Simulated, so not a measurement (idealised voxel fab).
The document below concerns the process module designated voxel wiring stack.
Section shown: cut. Width: 250 nm. Cell size: 5 nm, square.
If you're reading a cross-section in this doc, picture square cells in a grid; it comes to you as bands, top ones listed first down to the bottom, and a band can be one or more rows of cells.
Band: top height; bottom height; in nm. Then, left to right: material with width in nm, for each material. "throughout": a single material spanning edge to edge. "air": empty space.
Note: height 0 marks the level under which the wafer is uniformly one material as received. Lowest band unbounded below, written "from 0 down".
A width given as "30..40" starts at the first number in the band's top row and ends at the second number in its bottom row, shifting by an equal amount at every step from row to row.
When a step is marked "nothing altered", none of the cells in the cross-section changed during that step.
Under "Sealed internal cavities" you'll find the enclosed gaps, the ones with no way out to the top, that are 8 cells or bigger; each reads width x height at distance, with distance counted from the left edge, everything in nm.
That trailing text on a step's line, after the settings, is the simulator's own remark on the step.
You can add "overlay nm" to a step's line. For a step with a mask, it describes how far the mask lay to the right of its planned position, and a negative number describes a lay to the left.
So the way this works: pairs, before and after one process step. The after picture only goes down to the lowest band that actually changed, nothing below. Step and its settings are under each pair. And watch out, pairs might come from different runs of this module, same starting wafer though, so a pair only follows on from the one above if its "Incoming structure" entry tells you so.

# Incoming structure
  from 30 to 25: TiN throughout
  from 25 to 10: W throughout
  from 10 to 0: SiO2 throughout
  from 0 down: Si throughout
  Sealed internal cavities: none

# Resulting Cross-Section
  from 40 to 30: aC throughout
  Beneath the level 30, the cross-section is identical to its previous state.
  Sealed internal cavities: none
Link between the two cross-sections above: DIRECTIONAL_DEP with material aC, thk nm 10

Incoming structure: we pick up right where the pair above leaves off, with its after cross-section.

# Resulting Cross-Section
  from 65 to 40: air: 60  resist: 30  air: 20  resist: 30  air: 20  resist: 30  air: 60
  Beneath the level 40, the cross-section is identical to its previous state.
  Sealed internal cavities: none
Link between the two cross-sections above: PATTERN with tone cover, mask id METAL_1, material resist, width nm 30, pitch nm 50, thk nm 25, overlay nm 0

Incoming structure: we pick up right where the pair above leaves off, with its after cross-section.

# Resulting Cross-Section
  from 55 to 40: air: 60  resist: 30  air: 20  resist: 30  air: 20  resist: 30  air: 60
  from 40 to 30: air: 60  aC: 30  air: 20  aC: 30  air: 20  aC: 30  air: 60
  Beneath the level 30, the cross-section is identical to its previous state.
  Sealed internal cavities: none
Link between the two cross-sections above: DIRECTIONAL_ETCH with etch materials aC, depth nm 10

Incoming structure: we pick up right where the pair above leaves off, with its after cross-section.

# Resulting Cross-Section
  from 40 to 30: air: 60  aC: 30  air: 20  aC: 30  air: 20  aC: 30  air: 60
  Beneath the level 30, the cross-section is identical to its previous state.
  Sealed internal cavities: none
Link between the two cross-sections above: STRIP with etch materials resist

Incoming structure: we pick up right where the pair above leaves off, with its after cross-section.

# Resulting Cross-Section
  from 40 to 30: air: 60  aC: 30  air: 20  aC: 30  air: 20  aC: 30  air: 60
  from 30 to 25: air: 60  TiN: 30  air: 20  TiN: 30  air: 20  TiN: 30  air: 60
  Beneath the level 25, the cross-section is identical to its previous state.
  Sealed internal cavities: none
Link between the two cross-sections above: DIRECTIONAL_ETCH with etch materials TiN, depth nm 5

Incoming structure: we pick up right where the pair above leaves off, with its after cross-section.

# Resulting Cross-Section
  from 30 to 25: air: 60  TiN: 30  air: 20  TiN: 30  air: 20  TiN: 30  air: 60
  Beneath the level 25, the cross-section is identical to its previous state.
  Sealed internal cavities: none
Link between the two cross-sections above: STRIP with etch materials aC

Incoming structure: we pick up right where the pair above leaves off, with its after cross-section.

# Resulting Cross-Section
  from 35 to 30: lowk throughout
  from 30 to 25: lowk: 60  TiN: 30  lowk: 20  TiN: 30  lowk: 20  TiN: 30  lowk: 60
  Beneath the level 25, the cross-section is identical to its previous state.
  Sealed internal cavities: none
Link between the two cross-sections above: FILL_DEP with material lowk, thk nm 5

Incoming structure: we pick up right where the pair above leaves off, with its after cross-section.

# Resulting Cross-Section
  from 30 to 25: lowk: 60  TiN: 30  lowk: 20  TiN: 30  lowk: 20  TiN: 30  lowk: 60
  Beneath the level 25, the cross-section is identical to its previous state.
  Sealed internal cavities: none
Link between the two cross-sections above: CMP with height nm 30

Incoming structure: we pick up right where the pair above leaves off, with its after cross-section.

# Resulting Cross-Section
  from 35 to 30: SiCN throughout
  Beneath the level 30, the cross-section is identical to its previous state.
  Sealed internal cavities: none
Link between the two cross-sections above: CONFORMAL_DEP with material SiCN, thk nm 5

Incoming structure: we pick up right where the pair above leaves off, with its after cross-section.

# Resulting Cross-Section
  from 60 to 35: lowk throughout
  Beneath the level 35, the cross-section is identical to its previous state.
  Sealed internal cavities: none
Link between the two cross-sections above: DIRECTIONAL_DEP with material lowk, thk nm 25

Incoming structure: we pick up right where the pair above leaves off, with its after cross-section.

# Resulting Cross-Section
  from 70 to 60: aC throughout
  Beneath the level 60, the cross-section is identical to its previous state.
  Sealed internal cavities: none
Link between the two cross-sections above: DIRECTIONAL_DEP with material aC, thk nm 10

Incoming structure: we pick up right where the pair above leaves off, with its after cross-section.

# Resulting Cross-Section
  from 95 to 70: resist: 60  air: 30  resist: 20  air: 30  resist: 20  air: 30  resist: 60
  Beneath the level 70, the cross-section is identical to its previous state.
  Sealed internal cavities: none
Link between the two cross-sections above: PATTERN with tone open, mask id METAL_2, material resist, width nm 30, pitch nm 50, thk nm 25, overlay nm 0

Incoming structure: we pick up right where the pair above leaves off, with its after cross-section.

# Resulting Cross-Section
  from 85 to 70: resist: 60  air: 30  resist: 20  air: 30  resist: 20  air: 30  resist: 60
  from 70 to 60: aC: 60  air: 30  aC: 20  air: 30  aC: 20  air: 30  aC: 60
  Beneath the level 60, the cross-section is identical to its previous state.
  Sealed internal cavities: none
Link between the two cross-sections above: DIRECTIONAL_ETCH with etch materials aC, depth nm 10

Incoming structure: we pick up right where the pair above leaves off, with its after cross-section.

# Resulting Cross-Section
  from 70 to 60: aC: 60  air: 30  aC: 20  air: 30  aC: 20  air: 30  aC: 60
  Beneath the level 60, the cross-section is identical to its previous state.
  Sealed internal cavities: none
Link between the two cross-sections above: STRIP with etch materials resist

Incoming structure: we pick up right where the pair above leaves off, with its after cross-section.

# Resulting Cross-Section
  from 70 to 60: aC: 60  air: 30  aC: 20  air: 30  aC: 20  air: 30  aC: 60
  from 60 to 45: lowk: 60  air: 30  lowk: 20  air: 30  lowk: 20  air: 30  lowk: 60
  Beneath the level 45, the cross-section is identical to its previous state.
  Sealed internal cavities: none
Link between the two cross-sections above: DIRECTIONAL_ETCH with etch materials lowk, depth nm 15

Incoming structure: we pick up right where the pair above leaves off, with its after cross-section.

# Resulting Cross-Section
  from 60 to 45: lowk: 60  air: 30  lowk: 20  air: 30  lowk: 20  air: 30  lowk: 60
  Beneath the level 45, the cross-section is identical to its previous state.
  Sealed internal cavities: none
Link between the two cross-sections above: STRIP with etch materials aC

Incoming structure: we pick up right where the pair above leaves off, with its after cross-section.

# Resulting Cross-Section
  from 60 to 45: lowk: 60  air: 30  lowk: 20  air: 30  lowk: 20  air: 30  lowk: 60
  from 45 to 35: lowk: 60  air: 15  lowk: 35  air: 15  lowk: 35  air: 15  lowk: 75
  Beneath the level 35, the cross-section is identical to its previous state.
  Sealed internal cavities: none
Link between the two cross-sections above: MASKED_ETCH with tone open, mask id METAL_2_HOLES, width nm 15, pitch nm 50, etch materials lowk, depth nm 10, overlay nm 0

Incoming structure: we pick up right where the pair above leaves off, with its after cross-section.

# Resulting Cross-Section
  from 60 to 45: lowk: 60  air: 30  lowk: 20  air: 30  lowk: 20  air: 30  lowk: 60
  from 45 to 35: lowk: 60  air: 15  lowk: 35  air: 15  lowk: 35  air: 15  lowk: 75
  from 35 to 30: SiCN: 60  air: 15  SiCN: 35  air: 15  SiCN: 35  air: 15  SiCN: 75
  Beneath the level 30, the cross-section is identical to its previous state.
  Sealed internal cavities: none
Link between the two cross-sections above: MASKED_ETCH with tone open, mask id METAL_2_HOLES, width nm 15, pitch nm 50, etch materials SiCN, depth nm 5, overlay nm 0

Incoming structure: we pick up right where the pair above leaves off, with its after cross-section.

# Resulting Cross-Section
  from 65 to 60: TiN: 65  air: 20  TiN: 30  air: 20  TiN: 30  air: 20  TiN: 65
  from 60 to 50: lowk: 60  TiN: 5  air: 20  TiN: 5  lowk: 20  TiN: 5  air: 20  TiN: 5  lowk: 20  TiN: 5  air: 20  TiN: 5  lowk: 60
  from 50 to 45: lowk: 60  TiN: 5  air: 5  TiN: 20  lowk: 20  TiN: 5  air: 5  TiN: 20  lowk: 20  TiN: 5  air: 5  TiN: 20  lowk: 60
  from 45 to 35: lowk: 60  TiN: 5  air: 5  TiN: 5  lowk: 35  TiN: 5  air: 5  TiN: 5  lowk: 35  TiN: 5  air: 5  TiN: 5  lowk: 75
  from 35 to 30: SiCN: 60  TiN: 15  SiCN: 35  TiN: 15  SiCN: 35  TiN: 15  SiCN: 75
  Beneath the level 30, the cross-section is identical to its previous state.
  Sealed internal cavities: none
Link between the two cross-sections above: CONFORMAL_DEP with material TiN, thk nm 5

Incoming structure: we pick up right where the pair above leaves off, with its after cross-section.

# Resulting Cross-Section
  from 75 to 65: Cu throughout
  from 65 to 60: TiN: 65  Cu: 20  TiN: 30  Cu: 20  TiN: 30  Cu: 20  TiN: 65
  from 60 to 50: lowk: 60  TiN: 5  Cu: 20  TiN: 5  lowk: 20  TiN: 5  Cu: 20  TiN: 5  lowk: 20  TiN: 5  Cu: 20  TiN: 5  lowk: 60
  from 50 to 45: lowk: 60  TiN: 5  Cu: 5  TiN: 20  lowk: 20  TiN: 5  Cu: 5  TiN: 20  lowk: 20  TiN: 5  Cu: 5  TiN: 20  lowk: 60
  from 45 to 35: lowk: 60  TiN: 5  Cu: 5  TiN: 5  lowk: 35  TiN: 5  Cu: 5  TiN: 5  lowk: 35  TiN: 5  Cu: 5  TiN: 5  lowk: 75
  Beneath the level 35, the cross-section is identical to its previous state.
  Sealed internal cavities: none
Link between the two cross-sections above: FILL_DEP with material Cu, thk nm 10

Incoming structure: we pick up right where the pair above leaves off, with its after cross-section.

# Resulting Cross-Section
  from 60 to 50: lowk: 60  TiN: 5  Cu: 20  TiN: 5  lowk: 20  TiN: 5  Cu: 20  TiN: 5  lowk: 20  TiN: 5  Cu: 20  TiN: 5  lowk: 60
  Beneath the level 50, the cross-section is identical to its previous state.
  Sealed internal cavities: none
Link between the two cross-sections above: CMP with height nm 60

Incoming structure: we pick up right where the pair above leaves off, with its after cross-section.

# Resulting Cross-Section
  from 65 to 60: SiCN throughout
  Beneath the level 60, the cross-section is identical to its previous state.
  Sealed internal cavities: none
Link between the two cross-sections above: CONFORMAL_DEP with material SiCN, thk nm 5

Incoming structure: we pick up right where the pair above leaves off, with its after cross-section.

# Resulting Cross-Section
  from 80 to 65: SiO2 throughout
  Beneath the level 65, the cross-section is identical to its previous state.
  Sealed internal cavities: none
Link between the two cross-sections above: DIRECTIONAL_DEP with material SiO2, thk nm 15

Incoming structure: we pick up right where the pair above leaves off, with its after cross-section.

# Resulting Cross-Section
  from 95 to 80: resist: 60  air: 15  resist: 35  air: 15  resist: 35  air: 15  resist: 75
  Beneath the level 80, the cross-section is identical to its previous state.
  Sealed internal cavities: none
Link between the two cross-sections above: PATTERN with tone open, mask id PLUG_2, material resist, width nm 15, pitch nm 50, thk nm 15, overlay nm 0

Incoming structure: we pick up right where the pair above leaves off, with its after cross-section.

# Resulting Cross-Section
  from 95 to 80: resist: 60  air: 15  resist: 35  air: 15  resist: 35  air: 15  resist: 75
  from 80 to 65: SiO2: 60  air: 15  SiO2: 35  air: 15  SiO2: 35  air: 15  SiO2: 75
  Beneath the level 65, the cross-section is identical to its previous state.
  Sealed internal cavities: none
Link between the two cross-sections above: DIRECTIONAL_ETCH with etch materials SiO2, depth nm 15

Incoming structure: we pick up right where the pair above leaves off, with its after cross-section.

# Resulting Cross-Section
  from 95 to 80: resist: 60  air: 15  resist: 35  air: 15  resist: 35  air: 15  resist: 75
  from 80 to 65: SiO2: 60  air: 15  SiO2: 35  air: 15  SiO2: 35  air: 15  SiO2: 75
  from 65 to 60: SiCN: 60  air: 15  SiCN: 35  air: 15  SiCN: 35  air: 15  SiCN: 75
  Beneath the level 60, the cross-section is identical to its previous state.
  Sealed internal cavities: none
Link between the two cross-sections above: DIRECTIONAL_ETCH with etch materials SiCN, depth nm 5

Incoming structure: we pick up right where the pair above leaves off, with its after cross-section.

# Resulting Cross-Section
  from 80 to 65: SiO2: 60  air: 15  SiO2: 35  air: 15  SiO2: 35  air: 15  SiO2: 75
  Beneath the level 65, the cross-section is identical to its previous state.
  Sealed internal cavities: none
Link between the two cross-sections above: STRIP with etch materials resist

Incoming structure: we pick up right where the pair above leaves off, with its after cross-section.

# Resulting Cross-Section
  from 80 to 70: SiO2: 60  air: 15  SiO2: 35  air: 15  SiO2: 35  air: 15  SiO2: 75
  from 70 to 65: SiO2: 60  Ru: 15  SiO2: 35  Ru: 15  SiO2: 35  Ru: 15  SiO2: 75
  from 65 to 60: SiCN: 60  Ru: 15  SiCN: 35  Ru: 15  SiCN: 35  Ru: 15  SiCN: 75
  Beneath the level 60, the cross-section is identical to its previous state.
  Sealed internal cavities: none
Link between the two cross-sections above: EPI with material Ru, thk nm 10

Incoming structure: we pick up right where the pair above leaves off, with its after cross-section.

# Resulting Cross-Section
  from 80 to 65: SiO2: 60  Ru: 15  SiO2: 35  Ru: 15  SiO2: 35  Ru: 15  SiO2: 75
  Beneath the level 65, the cross-section is identical to its previous state.
  Sealed internal cavities: none
Link between the two cross-sections above: EPI with material Ru, thk nm 10

Incoming structure: we pick up right where the pair above leaves off, with its after cross-section.

# Resulting Cross-Section
  from 85 to 80: TiN throughout
  Beneath the level 80, the cross-section is identical to its previous state.
  Sealed internal cavities: none
Link between the two cross-sections above: DIRECTIONAL_DEP with material TiN, thk nm 5

Incoming structure: we pick up right where the pair above leaves off, with its after cross-section.

# Resulting Cross-Section
  from 110 to 85: Ru throughout
  Beneath the level 85, the cross-section is identical to its previous state.
  Sealed internal cavities: none
Link between the two cross-sections above: DIRECTIONAL_DEP with material Ru, thk nm 25

Incoming structure: we pick up right where the pair above leaves off, with its after cross-section.

# Resulting Cross-Section
  from 110 to 85: air: 60  Ru: 30  air: 20  Ru: 30  air: 20  Ru: 30  air: 60
  Beneath the level 85, the cross-section is identical to its previous state.
  Sealed internal cavities: none
Link between the two cross-sections above: MASKED_ETCH with tone cover, mask id METAL_3, width nm 30, pitch nm 50, etch materials Ru, depth nm 25, overlay nm 0

Incoming structure: we pick up right where the pair above leaves off, with its after cross-section.

# Resulting Cross-Section
  from 110 to 85: air: 60  Ru: 30  air: 20  Ru: 30  air: 20  Ru: 30  air: 60
  from 85 to 80: air: 60  TiN: 30  air: 20  TiN: 30  air: 20  TiN: 30  air: 60
  Beneath the level 80, the cross-section is identical to its previous state.
  Sealed internal cavities: none
Link between the two cross-sections above: MASKED_ETCH with tone cover, mask id METAL_3, width nm 30, pitch nm 50, etch materials TiN, depth nm 5, overlay nm 0

Incoming structure: we pick up right where the pair above leaves off, with its after cross-section.

# Resulting Cross-Section
  from 115 to 110: air: 55  SiCN: 40  air: 10  SiCN: 40  air: 10  SiCN: 40  air: 55
  from 110 to 85: air: 55  SiCN: 5  Ru: 30  SiCN: 5  air: 10  SiCN: 5  Ru: 30  SiCN: 5  air: 10  SiCN: 5  Ru: 30  SiCN: 5  air: 55
  from 85 to 80: SiCN: 60  TiN: 30  SiCN: 20  TiN: 30  SiCN: 20  TiN: 30  SiCN: 60
  Beneath the level 80, the cross-section is identical to its previous state.
  Sealed internal cavities: none
Link between the two cross-sections above: CONFORMAL_DEP with material SiCN, thk nm 5

Incoming structure: we pick up right where the pair above leaves off, with its after cross-section.

# Resulting Cross-Section
  from 120 to 115: lowk throughout
  from 115 to 110: lowk: 55  SiCN: 40  lowk: 10  SiCN: 40  lowk: 10  SiCN: 40  lowk: 55
  from 110 to 85: lowk: 55  SiCN: 5  Ru: 30  SiCN: 5  lowk: 10  SiCN: 5  Ru: 30  SiCN: 5  lowk: 10  SiCN: 5  Ru: 30  SiCN: 5  lowk: 55
  Beneath the level 85, the cross-section is identical to its previous state.
  Sealed internal cavities: none
Link between the two cross-sections above: FILL_DEP with material lowk, thk nm 5

Incoming structure: we pick up right where the pair above leaves off, with its after cross-section.

# Resulting Cross-Section
  from 110 to 85: lowk: 55  SiCN: 5  Ru: 30  SiCN: 5  lowk: 10  SiCN: 5  Ru: 30  SiCN: 5  lowk: 10  SiCN: 5  Ru: 30  SiCN: 5  lowk: 55
  Beneath the level 85, the cross-section is identical to its previous state.
  Sealed internal cavities: none
Link between the two cross-sections above: CMP with height nm 110

Incoming structure: we pick up right where the pair above leaves off, with its after cross-section.

# Resulting Cross-Section
  from 115 to 110: SiCN throughout
  Beneath the level 110, the cross-section is identical to its previous state.
  Sealed internal cavities: none
Link between the two cross-sections above: CONFORMAL_DEP with material SiCN, thk nm 5

# Incoming structure
  from 75 to 65: Cu throughout
  from 65 to 60: TiN: 65  Cu: 20  TiN: 30  Cu: 20  TiN: 30  Cu: 20  TiN: 65
  from 60 to 50: lowk: 60  TiN: 5  Cu: 20  TiN: 5  lowk: 20  TiN: 5  Cu: 20  TiN: 5  lowk: 20  TiN: 5  Cu: 20  TiN: 5  lowk: 60
  from 50 to 45: lowk: 60  TiN: 5  Cu: 5  TiN: 20  lowk: 20  TiN: 5  Cu: 5  TiN: 20  lowk: 20  TiN: 5  Cu: 5  TiN: 20  lowk: 60
  from 45 to 35: lowk: 60  TiN: 5  Cu: 5  TiN: 5  lowk: 35  TiN: 5  Cu: 5  TiN: 5  lowk: 35  TiN: 5  Cu: 5  TiN: 5  lowk: 75
  from 35 to 30: SiCN: 60  TiN: 15  SiCN: 35  TiN: 15  SiCN: 35  TiN: 15  SiCN: 75
  from 30 to 15: lowk: 60  W: 30  lowk: 20  W: 30  lowk: 20  W: 30  lowk: 60
  from 15 to 10: lowk: 60  TiN: 30  lowk: 20  TiN: 30  lowk: 20  TiN: 30  lowk: 60
  from 10 to 0: SiO2 throughout
  from 0 down: Si throughout
  Sealed internal cavities: none

# Resulting Cross-Section
  from 65 to 60: TiN: 65  Cu: 20  TiN: 30  Cu: 20  TiN: 30  Cu: 20  TiN: 65
  Beneath the level 60, the cross-section is identical to its previous state.
  Sealed internal cavities: none
Link between the two cross-sections above: CMP with height nm 65

Incoming structure: we pick up right where the pair above leaves off, with its after cross-section.

# Resulting Cross-Section
  from 70 to 65: SiCN throughout
  Beneath the level 65, the cross-section is identical to its previous state.
  Sealed internal cavities: none
Link between the two cross-sections above: CONFORMAL_DEP with material SiCN, thk nm 5

Incoming structure: we pick up right where the pair above leaves off, with its after cross-section.

# Resulting Cross-Section
  from 85 to 70: SiO2 throughout
  Beneath the level 70, the cross-section is identical to its previous state.
  Sealed internal cavities: none
Link between the two cross-sections above: DIRECTIONAL_DEP with material SiO2, thk nm 15

Incoming structure: we pick up right where the pair above leaves off, with its after cross-section.

# Resulting Cross-Section
  from 100 to 85: resist: 60  air: 15  resist: 35  air: 15  resist: 35  air: 15  resist: 75
  Beneath the level 85, the cross-section is identical to its previous state.
  Sealed internal cavities: none
Link between the two cross-sections above: PATTERN with tone open, mask id PLUG_2, material resist, width nm 15, pitch nm 50, thk nm 15, overlay nm 0

Incoming structure: we pick up right where the pair above leaves off, with its after cross-section.

# Resulting Cross-Section
  from 100 to 85: resist: 60  air: 15  resist: 35  air: 15  resist: 35  air: 15  resist: 75
  from 85 to 70: SiO2: 60  air: 15  SiO2: 35  air: 15  SiO2: 35  air: 15  SiO2: 75
  Beneath the level 70, the cross-section is identical to its previous state.
  Sealed internal cavities: none
Link between the two cross-sections above: DIRECTIONAL_ETCH with etch materials SiO2, depth nm 15

Incoming structure: we pick up right where the pair above leaves off, with its after cross-section.

# Resulting Cross-Section
  from 100 to 85: resist: 60  air: 15  resist: 35  air: 15  resist: 35  air: 15  resist: 75
  from 85 to 70: SiO2: 60  air: 15  SiO2: 35  air: 15  SiO2: 35  air: 15  SiO2: 75
  from 70 to 65: SiCN: 60  air: 15  SiCN: 35  air: 15  SiCN: 35  air: 15  SiCN: 75
  Beneath the level 65, the cross-section is identical to its previous state.
  Sealed internal cavities: none
Link between the two cross-sections above: DIRECTIONAL_ETCH with etch materials SiCN, depth nm 5

Incoming structure: we pick up right where the pair above leaves off, with its after cross-section.

# Resulting Cross-Section
  from 85 to 70: SiO2: 60  air: 15  SiO2: 35  air: 15  SiO2: 35  air: 15  SiO2: 75
  Beneath the level 70, the cross-section is identical to its previous state.
  Sealed internal cavities: none
Link between the two cross-sections above: STRIP with etch materials resist

Incoming structure: we pick up right where the pair above leaves off, with its after cross-section.

# Resulting Cross-Section
  from 85 to 75: SiO2: 60  air: 15  SiO2: 35  air: 15  SiO2: 35  air: 15  SiO2: 75
  from 75 to 70: SiO2: 60  Ru: 15  SiO2: 35  Ru: 15  SiO2: 35  Ru: 15  SiO2: 75
  from 70 to 65: SiCN: 60  Ru: 15  SiCN: 35  Ru: 15  SiCN: 35  Ru: 15  SiCN: 75
  Beneath the level 65, the cross-section is identical to its previous state.
  Sealed internal cavities: none
Link between the two cross-sections above: EPI with material Ru, thk nm 10

Incoming structure: we pick up right where the pair above leaves off, with its after cross-section.

# Resulting Cross-Section
  from 85 to 70: SiO2: 60  Ru: 15  SiO2: 35  Ru: 15  SiO2: 35  Ru: 15  SiO2: 75
  Beneath the level 70, the cross-section is identical to its previous state.
  Sealed internal cavities: none
Link between the two cross-sections above: EPI with material Ru, thk nm 10

Incoming structure: we pick up right where the pair above leaves off, with its after cross-section.

# Resulting Cross-Section
  from 90 to 85: TiN throughout
  Beneath the level 85, the cross-section is identical to its previous state.
  Sealed internal cavities: none
Link between the two cross-sections above: DIRECTIONAL_DEP with material TiN, thk nm 5

Incoming structure: we pick up right where the pair above leaves off, with its after cross-section.

# Resulting Cross-Section
  from 115 to 90: Ru throughout
  Beneath the level 90, the cross-section is identical to its previous state.
  Sealed internal cavities: none
Link between the two cross-sections above: DIRECTIONAL_DEP with material Ru, thk nm 25

Incoming structure: we pick up right where the pair above leaves off, with its after cross-section.

# Resulting Cross-Section
  from 115 to 90: air: 60  Ru: 30  air: 20  Ru: 30  air: 20  Ru: 30  air: 60
  Beneath the level 90, the cross-section is identical to its previous state.
  Sealed internal cavities: none
Link between the two cross-sections above: MASKED_ETCH with tone cover, mask id METAL_3, width nm 30, pitch nm 50, etch materials Ru, depth nm 25, overlay nm 0

Incoming structure: we pick up right where the pair above leaves off, with its after cross-section.

# Resulting Cross-Section
  from 115 to 90: air: 60  Ru: 30  air: 20  Ru: 30  air: 20  Ru: 30  air: 60
  from 90 to 85: air: 60  TiN: 30  air: 20  TiN: 30  air: 20  TiN: 30  air: 60
  Beneath the level 85, the cross-section is identical to its previous state.
  Sealed internal cavities: none
Link between the two cross-sections above: MASKED_ETCH with tone cover, mask id METAL_3, width nm 30, pitch nm 50, etch materials TiN, depth nm 5, overlay nm 0

Incoming structure: we pick up right where the pair above leaves off, with its after cross-section.

# Resulting Cross-Section
  from 120 to 115: air: 55  SiCN: 40  air: 10  SiCN: 40  air: 10  SiCN: 40  air: 55
  from 115 to 90: air: 55  SiCN: 5  Ru: 30  SiCN: 5  air: 10  SiCN: 5  Ru: 30  SiCN: 5  air: 10  SiCN: 5  Ru: 30  SiCN: 5  air: 55
  from 90 to 85: SiCN: 60  TiN: 30  SiCN: 20  TiN: 30  SiCN: 20  TiN: 30  SiCN: 60
  Beneath the level 85, the cross-section is identical to its previous state.
  Sealed internal cavities: none
Link between the two cross-sections above: CONFORMAL_DEP with material SiCN, thk nm 5

Incoming structure: we pick up right where the pair above leaves off, with its after cross-section.

# Resulting Cross-Section
  from 125 to 120: lowk throughout
  from 120 to 115: lowk: 55  SiCN: 40  lowk: 10  SiCN: 40  lowk: 10  SiCN: 40  lowk: 55
  from 115 to 90: lowk: 55  SiCN: 5  Ru: 30  SiCN: 5  lowk: 10  SiCN: 5  Ru: 30  SiCN: 5  lowk: 10  SiCN: 5  Ru: 30  SiCN: 5  lowk: 55
  Beneath the level 90, the cross-section is identical to its previous state.
  Sealed internal cavities: none
Link between the two cross-sections above: FILL_DEP with material lowk, thk nm 5

Incoming structure: we pick up right where the pair above leaves off, with its after cross-section.

# Resulting Cross-Section
  from 110 to 90: lowk: 55  SiCN: 5  Ru: 30  SiCN: 5  lowk: 10  SiCN: 5  Ru: 30  SiCN: 5  lowk: 10  SiCN: 5  Ru: 30  SiCN: 5  lowk: 55
  Beneath the level 90, the cross-section is identical to its previous state.
  Sealed internal cavities: none
Link between the two cross-sections above: CMP with height nm 110

Incoming structure: we pick up right where the pair above leaves off, with its after cross-section.

# Resulting Cross-Section
  from 115 to 110: SiCN throughout
  Beneath the level 110, the cross-section is identical to its previous state.
  Sealed internal cavities: none
Link between the two cross-sections above: CONFORMAL_DEP with material SiCN, thk nm 5

# Incoming structure
  from 70 to 60: aC throughout
  from 60 to 35: lowk throughout
  from 35 to 30: SiCN throughout
  from 30 to 15: lowk: 60  W: 30  lowk: 20  W: 30  lowk: 20  W: 30  lowk: 60
  from 15 to 10: lowk: 60  TiN: 30  lowk: 20  TiN: 30  lowk: 20  TiN: 30  lowk: 60
  from 10 to 0: SiO2 throughout
  from 0 down: Si throughout
  Sealed internal cavities: none

# Resulting Cross-Section
  from 95 to 70: resist: 60  air: 35  resist: 15  air: 35  resist: 15  air: 35  resist: 55
  Beneath the level 70, the cross-section is identical to its previous state.
  Sealed internal cavities: none
Link between the two cross-sections above: PATTERN with tone open, mask id METAL_2, material resist, width nm 35, pitch nm 50, thk nm 25, overlay nm 0

Incoming structure: we pick up right where the pair above leaves off, with its after cross-section.

# Resulting Cross-Section
  from 85 to 70: resist: 60  air: 35  resist: 15  air: 35  resist: 15  air: 35  resist: 55
  from 70 to 60: aC: 60  air: 35  aC: 15  air: 35  aC: 15  air: 35  aC: 55
  Beneath the level 60, the cross-section is identical to its previous state.
  Sealed internal cavities: none
Link between the two cross-sections above: DIRECTIONAL_ETCH with etch materials aC, depth nm 10

Incoming structure: we pick up right where the pair above leaves off, with its after cross-section.

# Resulting Cross-Section
  from 70 to 60: aC: 60  air: 35  aC: 15  air: 35  aC: 15  air: 35  aC: 55
  Beneath the level 60, the cross-section is identical to its previous state.
  Sealed internal cavities: none
Link between the two cross-sections above: STRIP with etch materials resist

Incoming structure: we pick up right where the pair above leaves off, with its after cross-section.

# Resulting Cross-Section
  from 70 to 60: aC: 60  air: 35  aC: 15  air: 35  aC: 15  air: 35  aC: 55
  from 60 to 45: lowk: 60  air: 35  lowk: 15  air: 35  lowk: 15  air: 35  lowk: 55
  Beneath the level 45, the cross-section is identical to its previous state.
  Sealed internal cavities: none
Link between the two cross-sections above: DIRECTIONAL_ETCH with etch materials lowk, depth nm 15

Incoming structure: we pick up right where the pair above leaves off, with its after cross-section.

# Resulting Cross-Section
  from 60 to 45: lowk: 60  air: 35  lowk: 15  air: 35  lowk: 15  air: 35  lowk: 55
  Beneath the level 45, the cross-section is identical to its previous state.
  Sealed internal cavities: none
Link between the two cross-sections above: STRIP with etch materials aC

Incoming structure: we pick up right where the pair above leaves off, with its after cross-section.

# Resulting Cross-Section
  from 60 to 45: lowk: 60  air: 35  lowk: 15  air: 35  lowk: 15  air: 35  lowk: 55
  from 45 to 35: lowk: 60  air: 15  lowk: 35  air: 15  lowk: 35  air: 15  lowk: 75
  Beneath the level 35, the cross-section is identical to its previous state.
  Sealed internal cavities: none
Link between the two cross-sections above: MASKED_ETCH with tone open, mask id METAL_2_HOLES, width nm 15, pitch nm 50, etch materials lowk, depth nm 10, overlay nm 0

Incoming structure: we pick up right where the pair above leaves off, with its after cross-section.

# Resulting Cross-Section
  from 60 to 45: lowk: 60  air: 35  lowk: 15  air: 35  lowk: 15  air: 35  lowk: 55
  from 45 to 35: lowk: 60  air: 15  lowk: 35  air: 15  lowk: 35  air: 15  lowk: 75
  from 35 to 30: SiCN: 60  air: 15  SiCN: 35  air: 15  SiCN: 35  air: 15  SiCN: 75
  Beneath the level 30, the cross-section is identical to its previous state.
  Sealed internal cavities: none
Link between the two cross-sections above: MASKED_ETCH with tone open, mask id METAL_2_HOLES, width nm 15, pitch nm 50, etch materials SiCN, depth nm 5, overlay nm 0

Incoming structure: we pick up right where the pair above leaves off, with its after cross-section.

# Resulting Cross-Section
  from 65 to 60: TiN: 65  air: 25  TiN: 25  air: 25  TiN: 25  air: 25  TiN: 60
  from 60 to 50: lowk: 60  TiN: 5  air: 25  TiN: 5  lowk: 15  TiN: 5  air: 25  TiN: 5  lowk: 15  TiN: 5  air: 25  TiN: 5  lowk: 55
  from 50 to 45: lowk: 60  TiN: 5  air: 5  TiN: 25  lowk: 15  TiN: 5  air: 5  TiN: 25  lowk: 15  TiN: 5  air: 5  TiN: 25  lowk: 55
  from 45 to 35: lowk: 60  TiN: 5  air: 5  TiN: 5  lowk: 35  TiN: 5  air: 5  TiN: 5  lowk: 35  TiN: 5  air: 5  TiN: 5  lowk: 75
  from 35 to 30: SiCN: 60  TiN: 15  SiCN: 35  TiN: 15  SiCN: 35  TiN: 15  SiCN: 75
  Beneath the level 30, the cross-section is identical to its previous state.
  Sealed internal cavities: none
Link between the two cross-sections above: CONFORMAL_DEP with material TiN, thk nm 5

Incoming structure: we pick up right where the pair above leaves off, with its after cross-section.

# Resulting Cross-Section
  from 75 to 65: Cu throughout
  from 65 to 60: TiN: 65  Cu: 25  TiN: 25  Cu: 25  TiN: 25  Cu: 25  TiN: 60
  from 60 to 50: lowk: 60  TiN: 5  Cu: 25  TiN: 5  lowk: 15  TiN: 5  Cu: 25  TiN: 5  lowk: 15  TiN: 5  Cu: 25  TiN: 5  lowk: 55
  from 50 to 45: lowk: 60  TiN: 5  Cu: 5  TiN: 25  lowk: 15  TiN: 5  Cu: 5  TiN: 25  lowk: 15  TiN: 5  Cu: 5  TiN: 25  lowk: 55
  from 45 to 35: lowk: 60  TiN: 5  Cu: 5  TiN: 5  lowk: 35  TiN: 5  Cu: 5  TiN: 5  lowk: 35  TiN: 5  Cu: 5  TiN: 5  lowk: 75
  Beneath the level 35, the cross-section is identical to its previous state.
  Sealed internal cavities: none
Link between the two cross-sections above: FILL_DEP with material Cu, thk nm 10
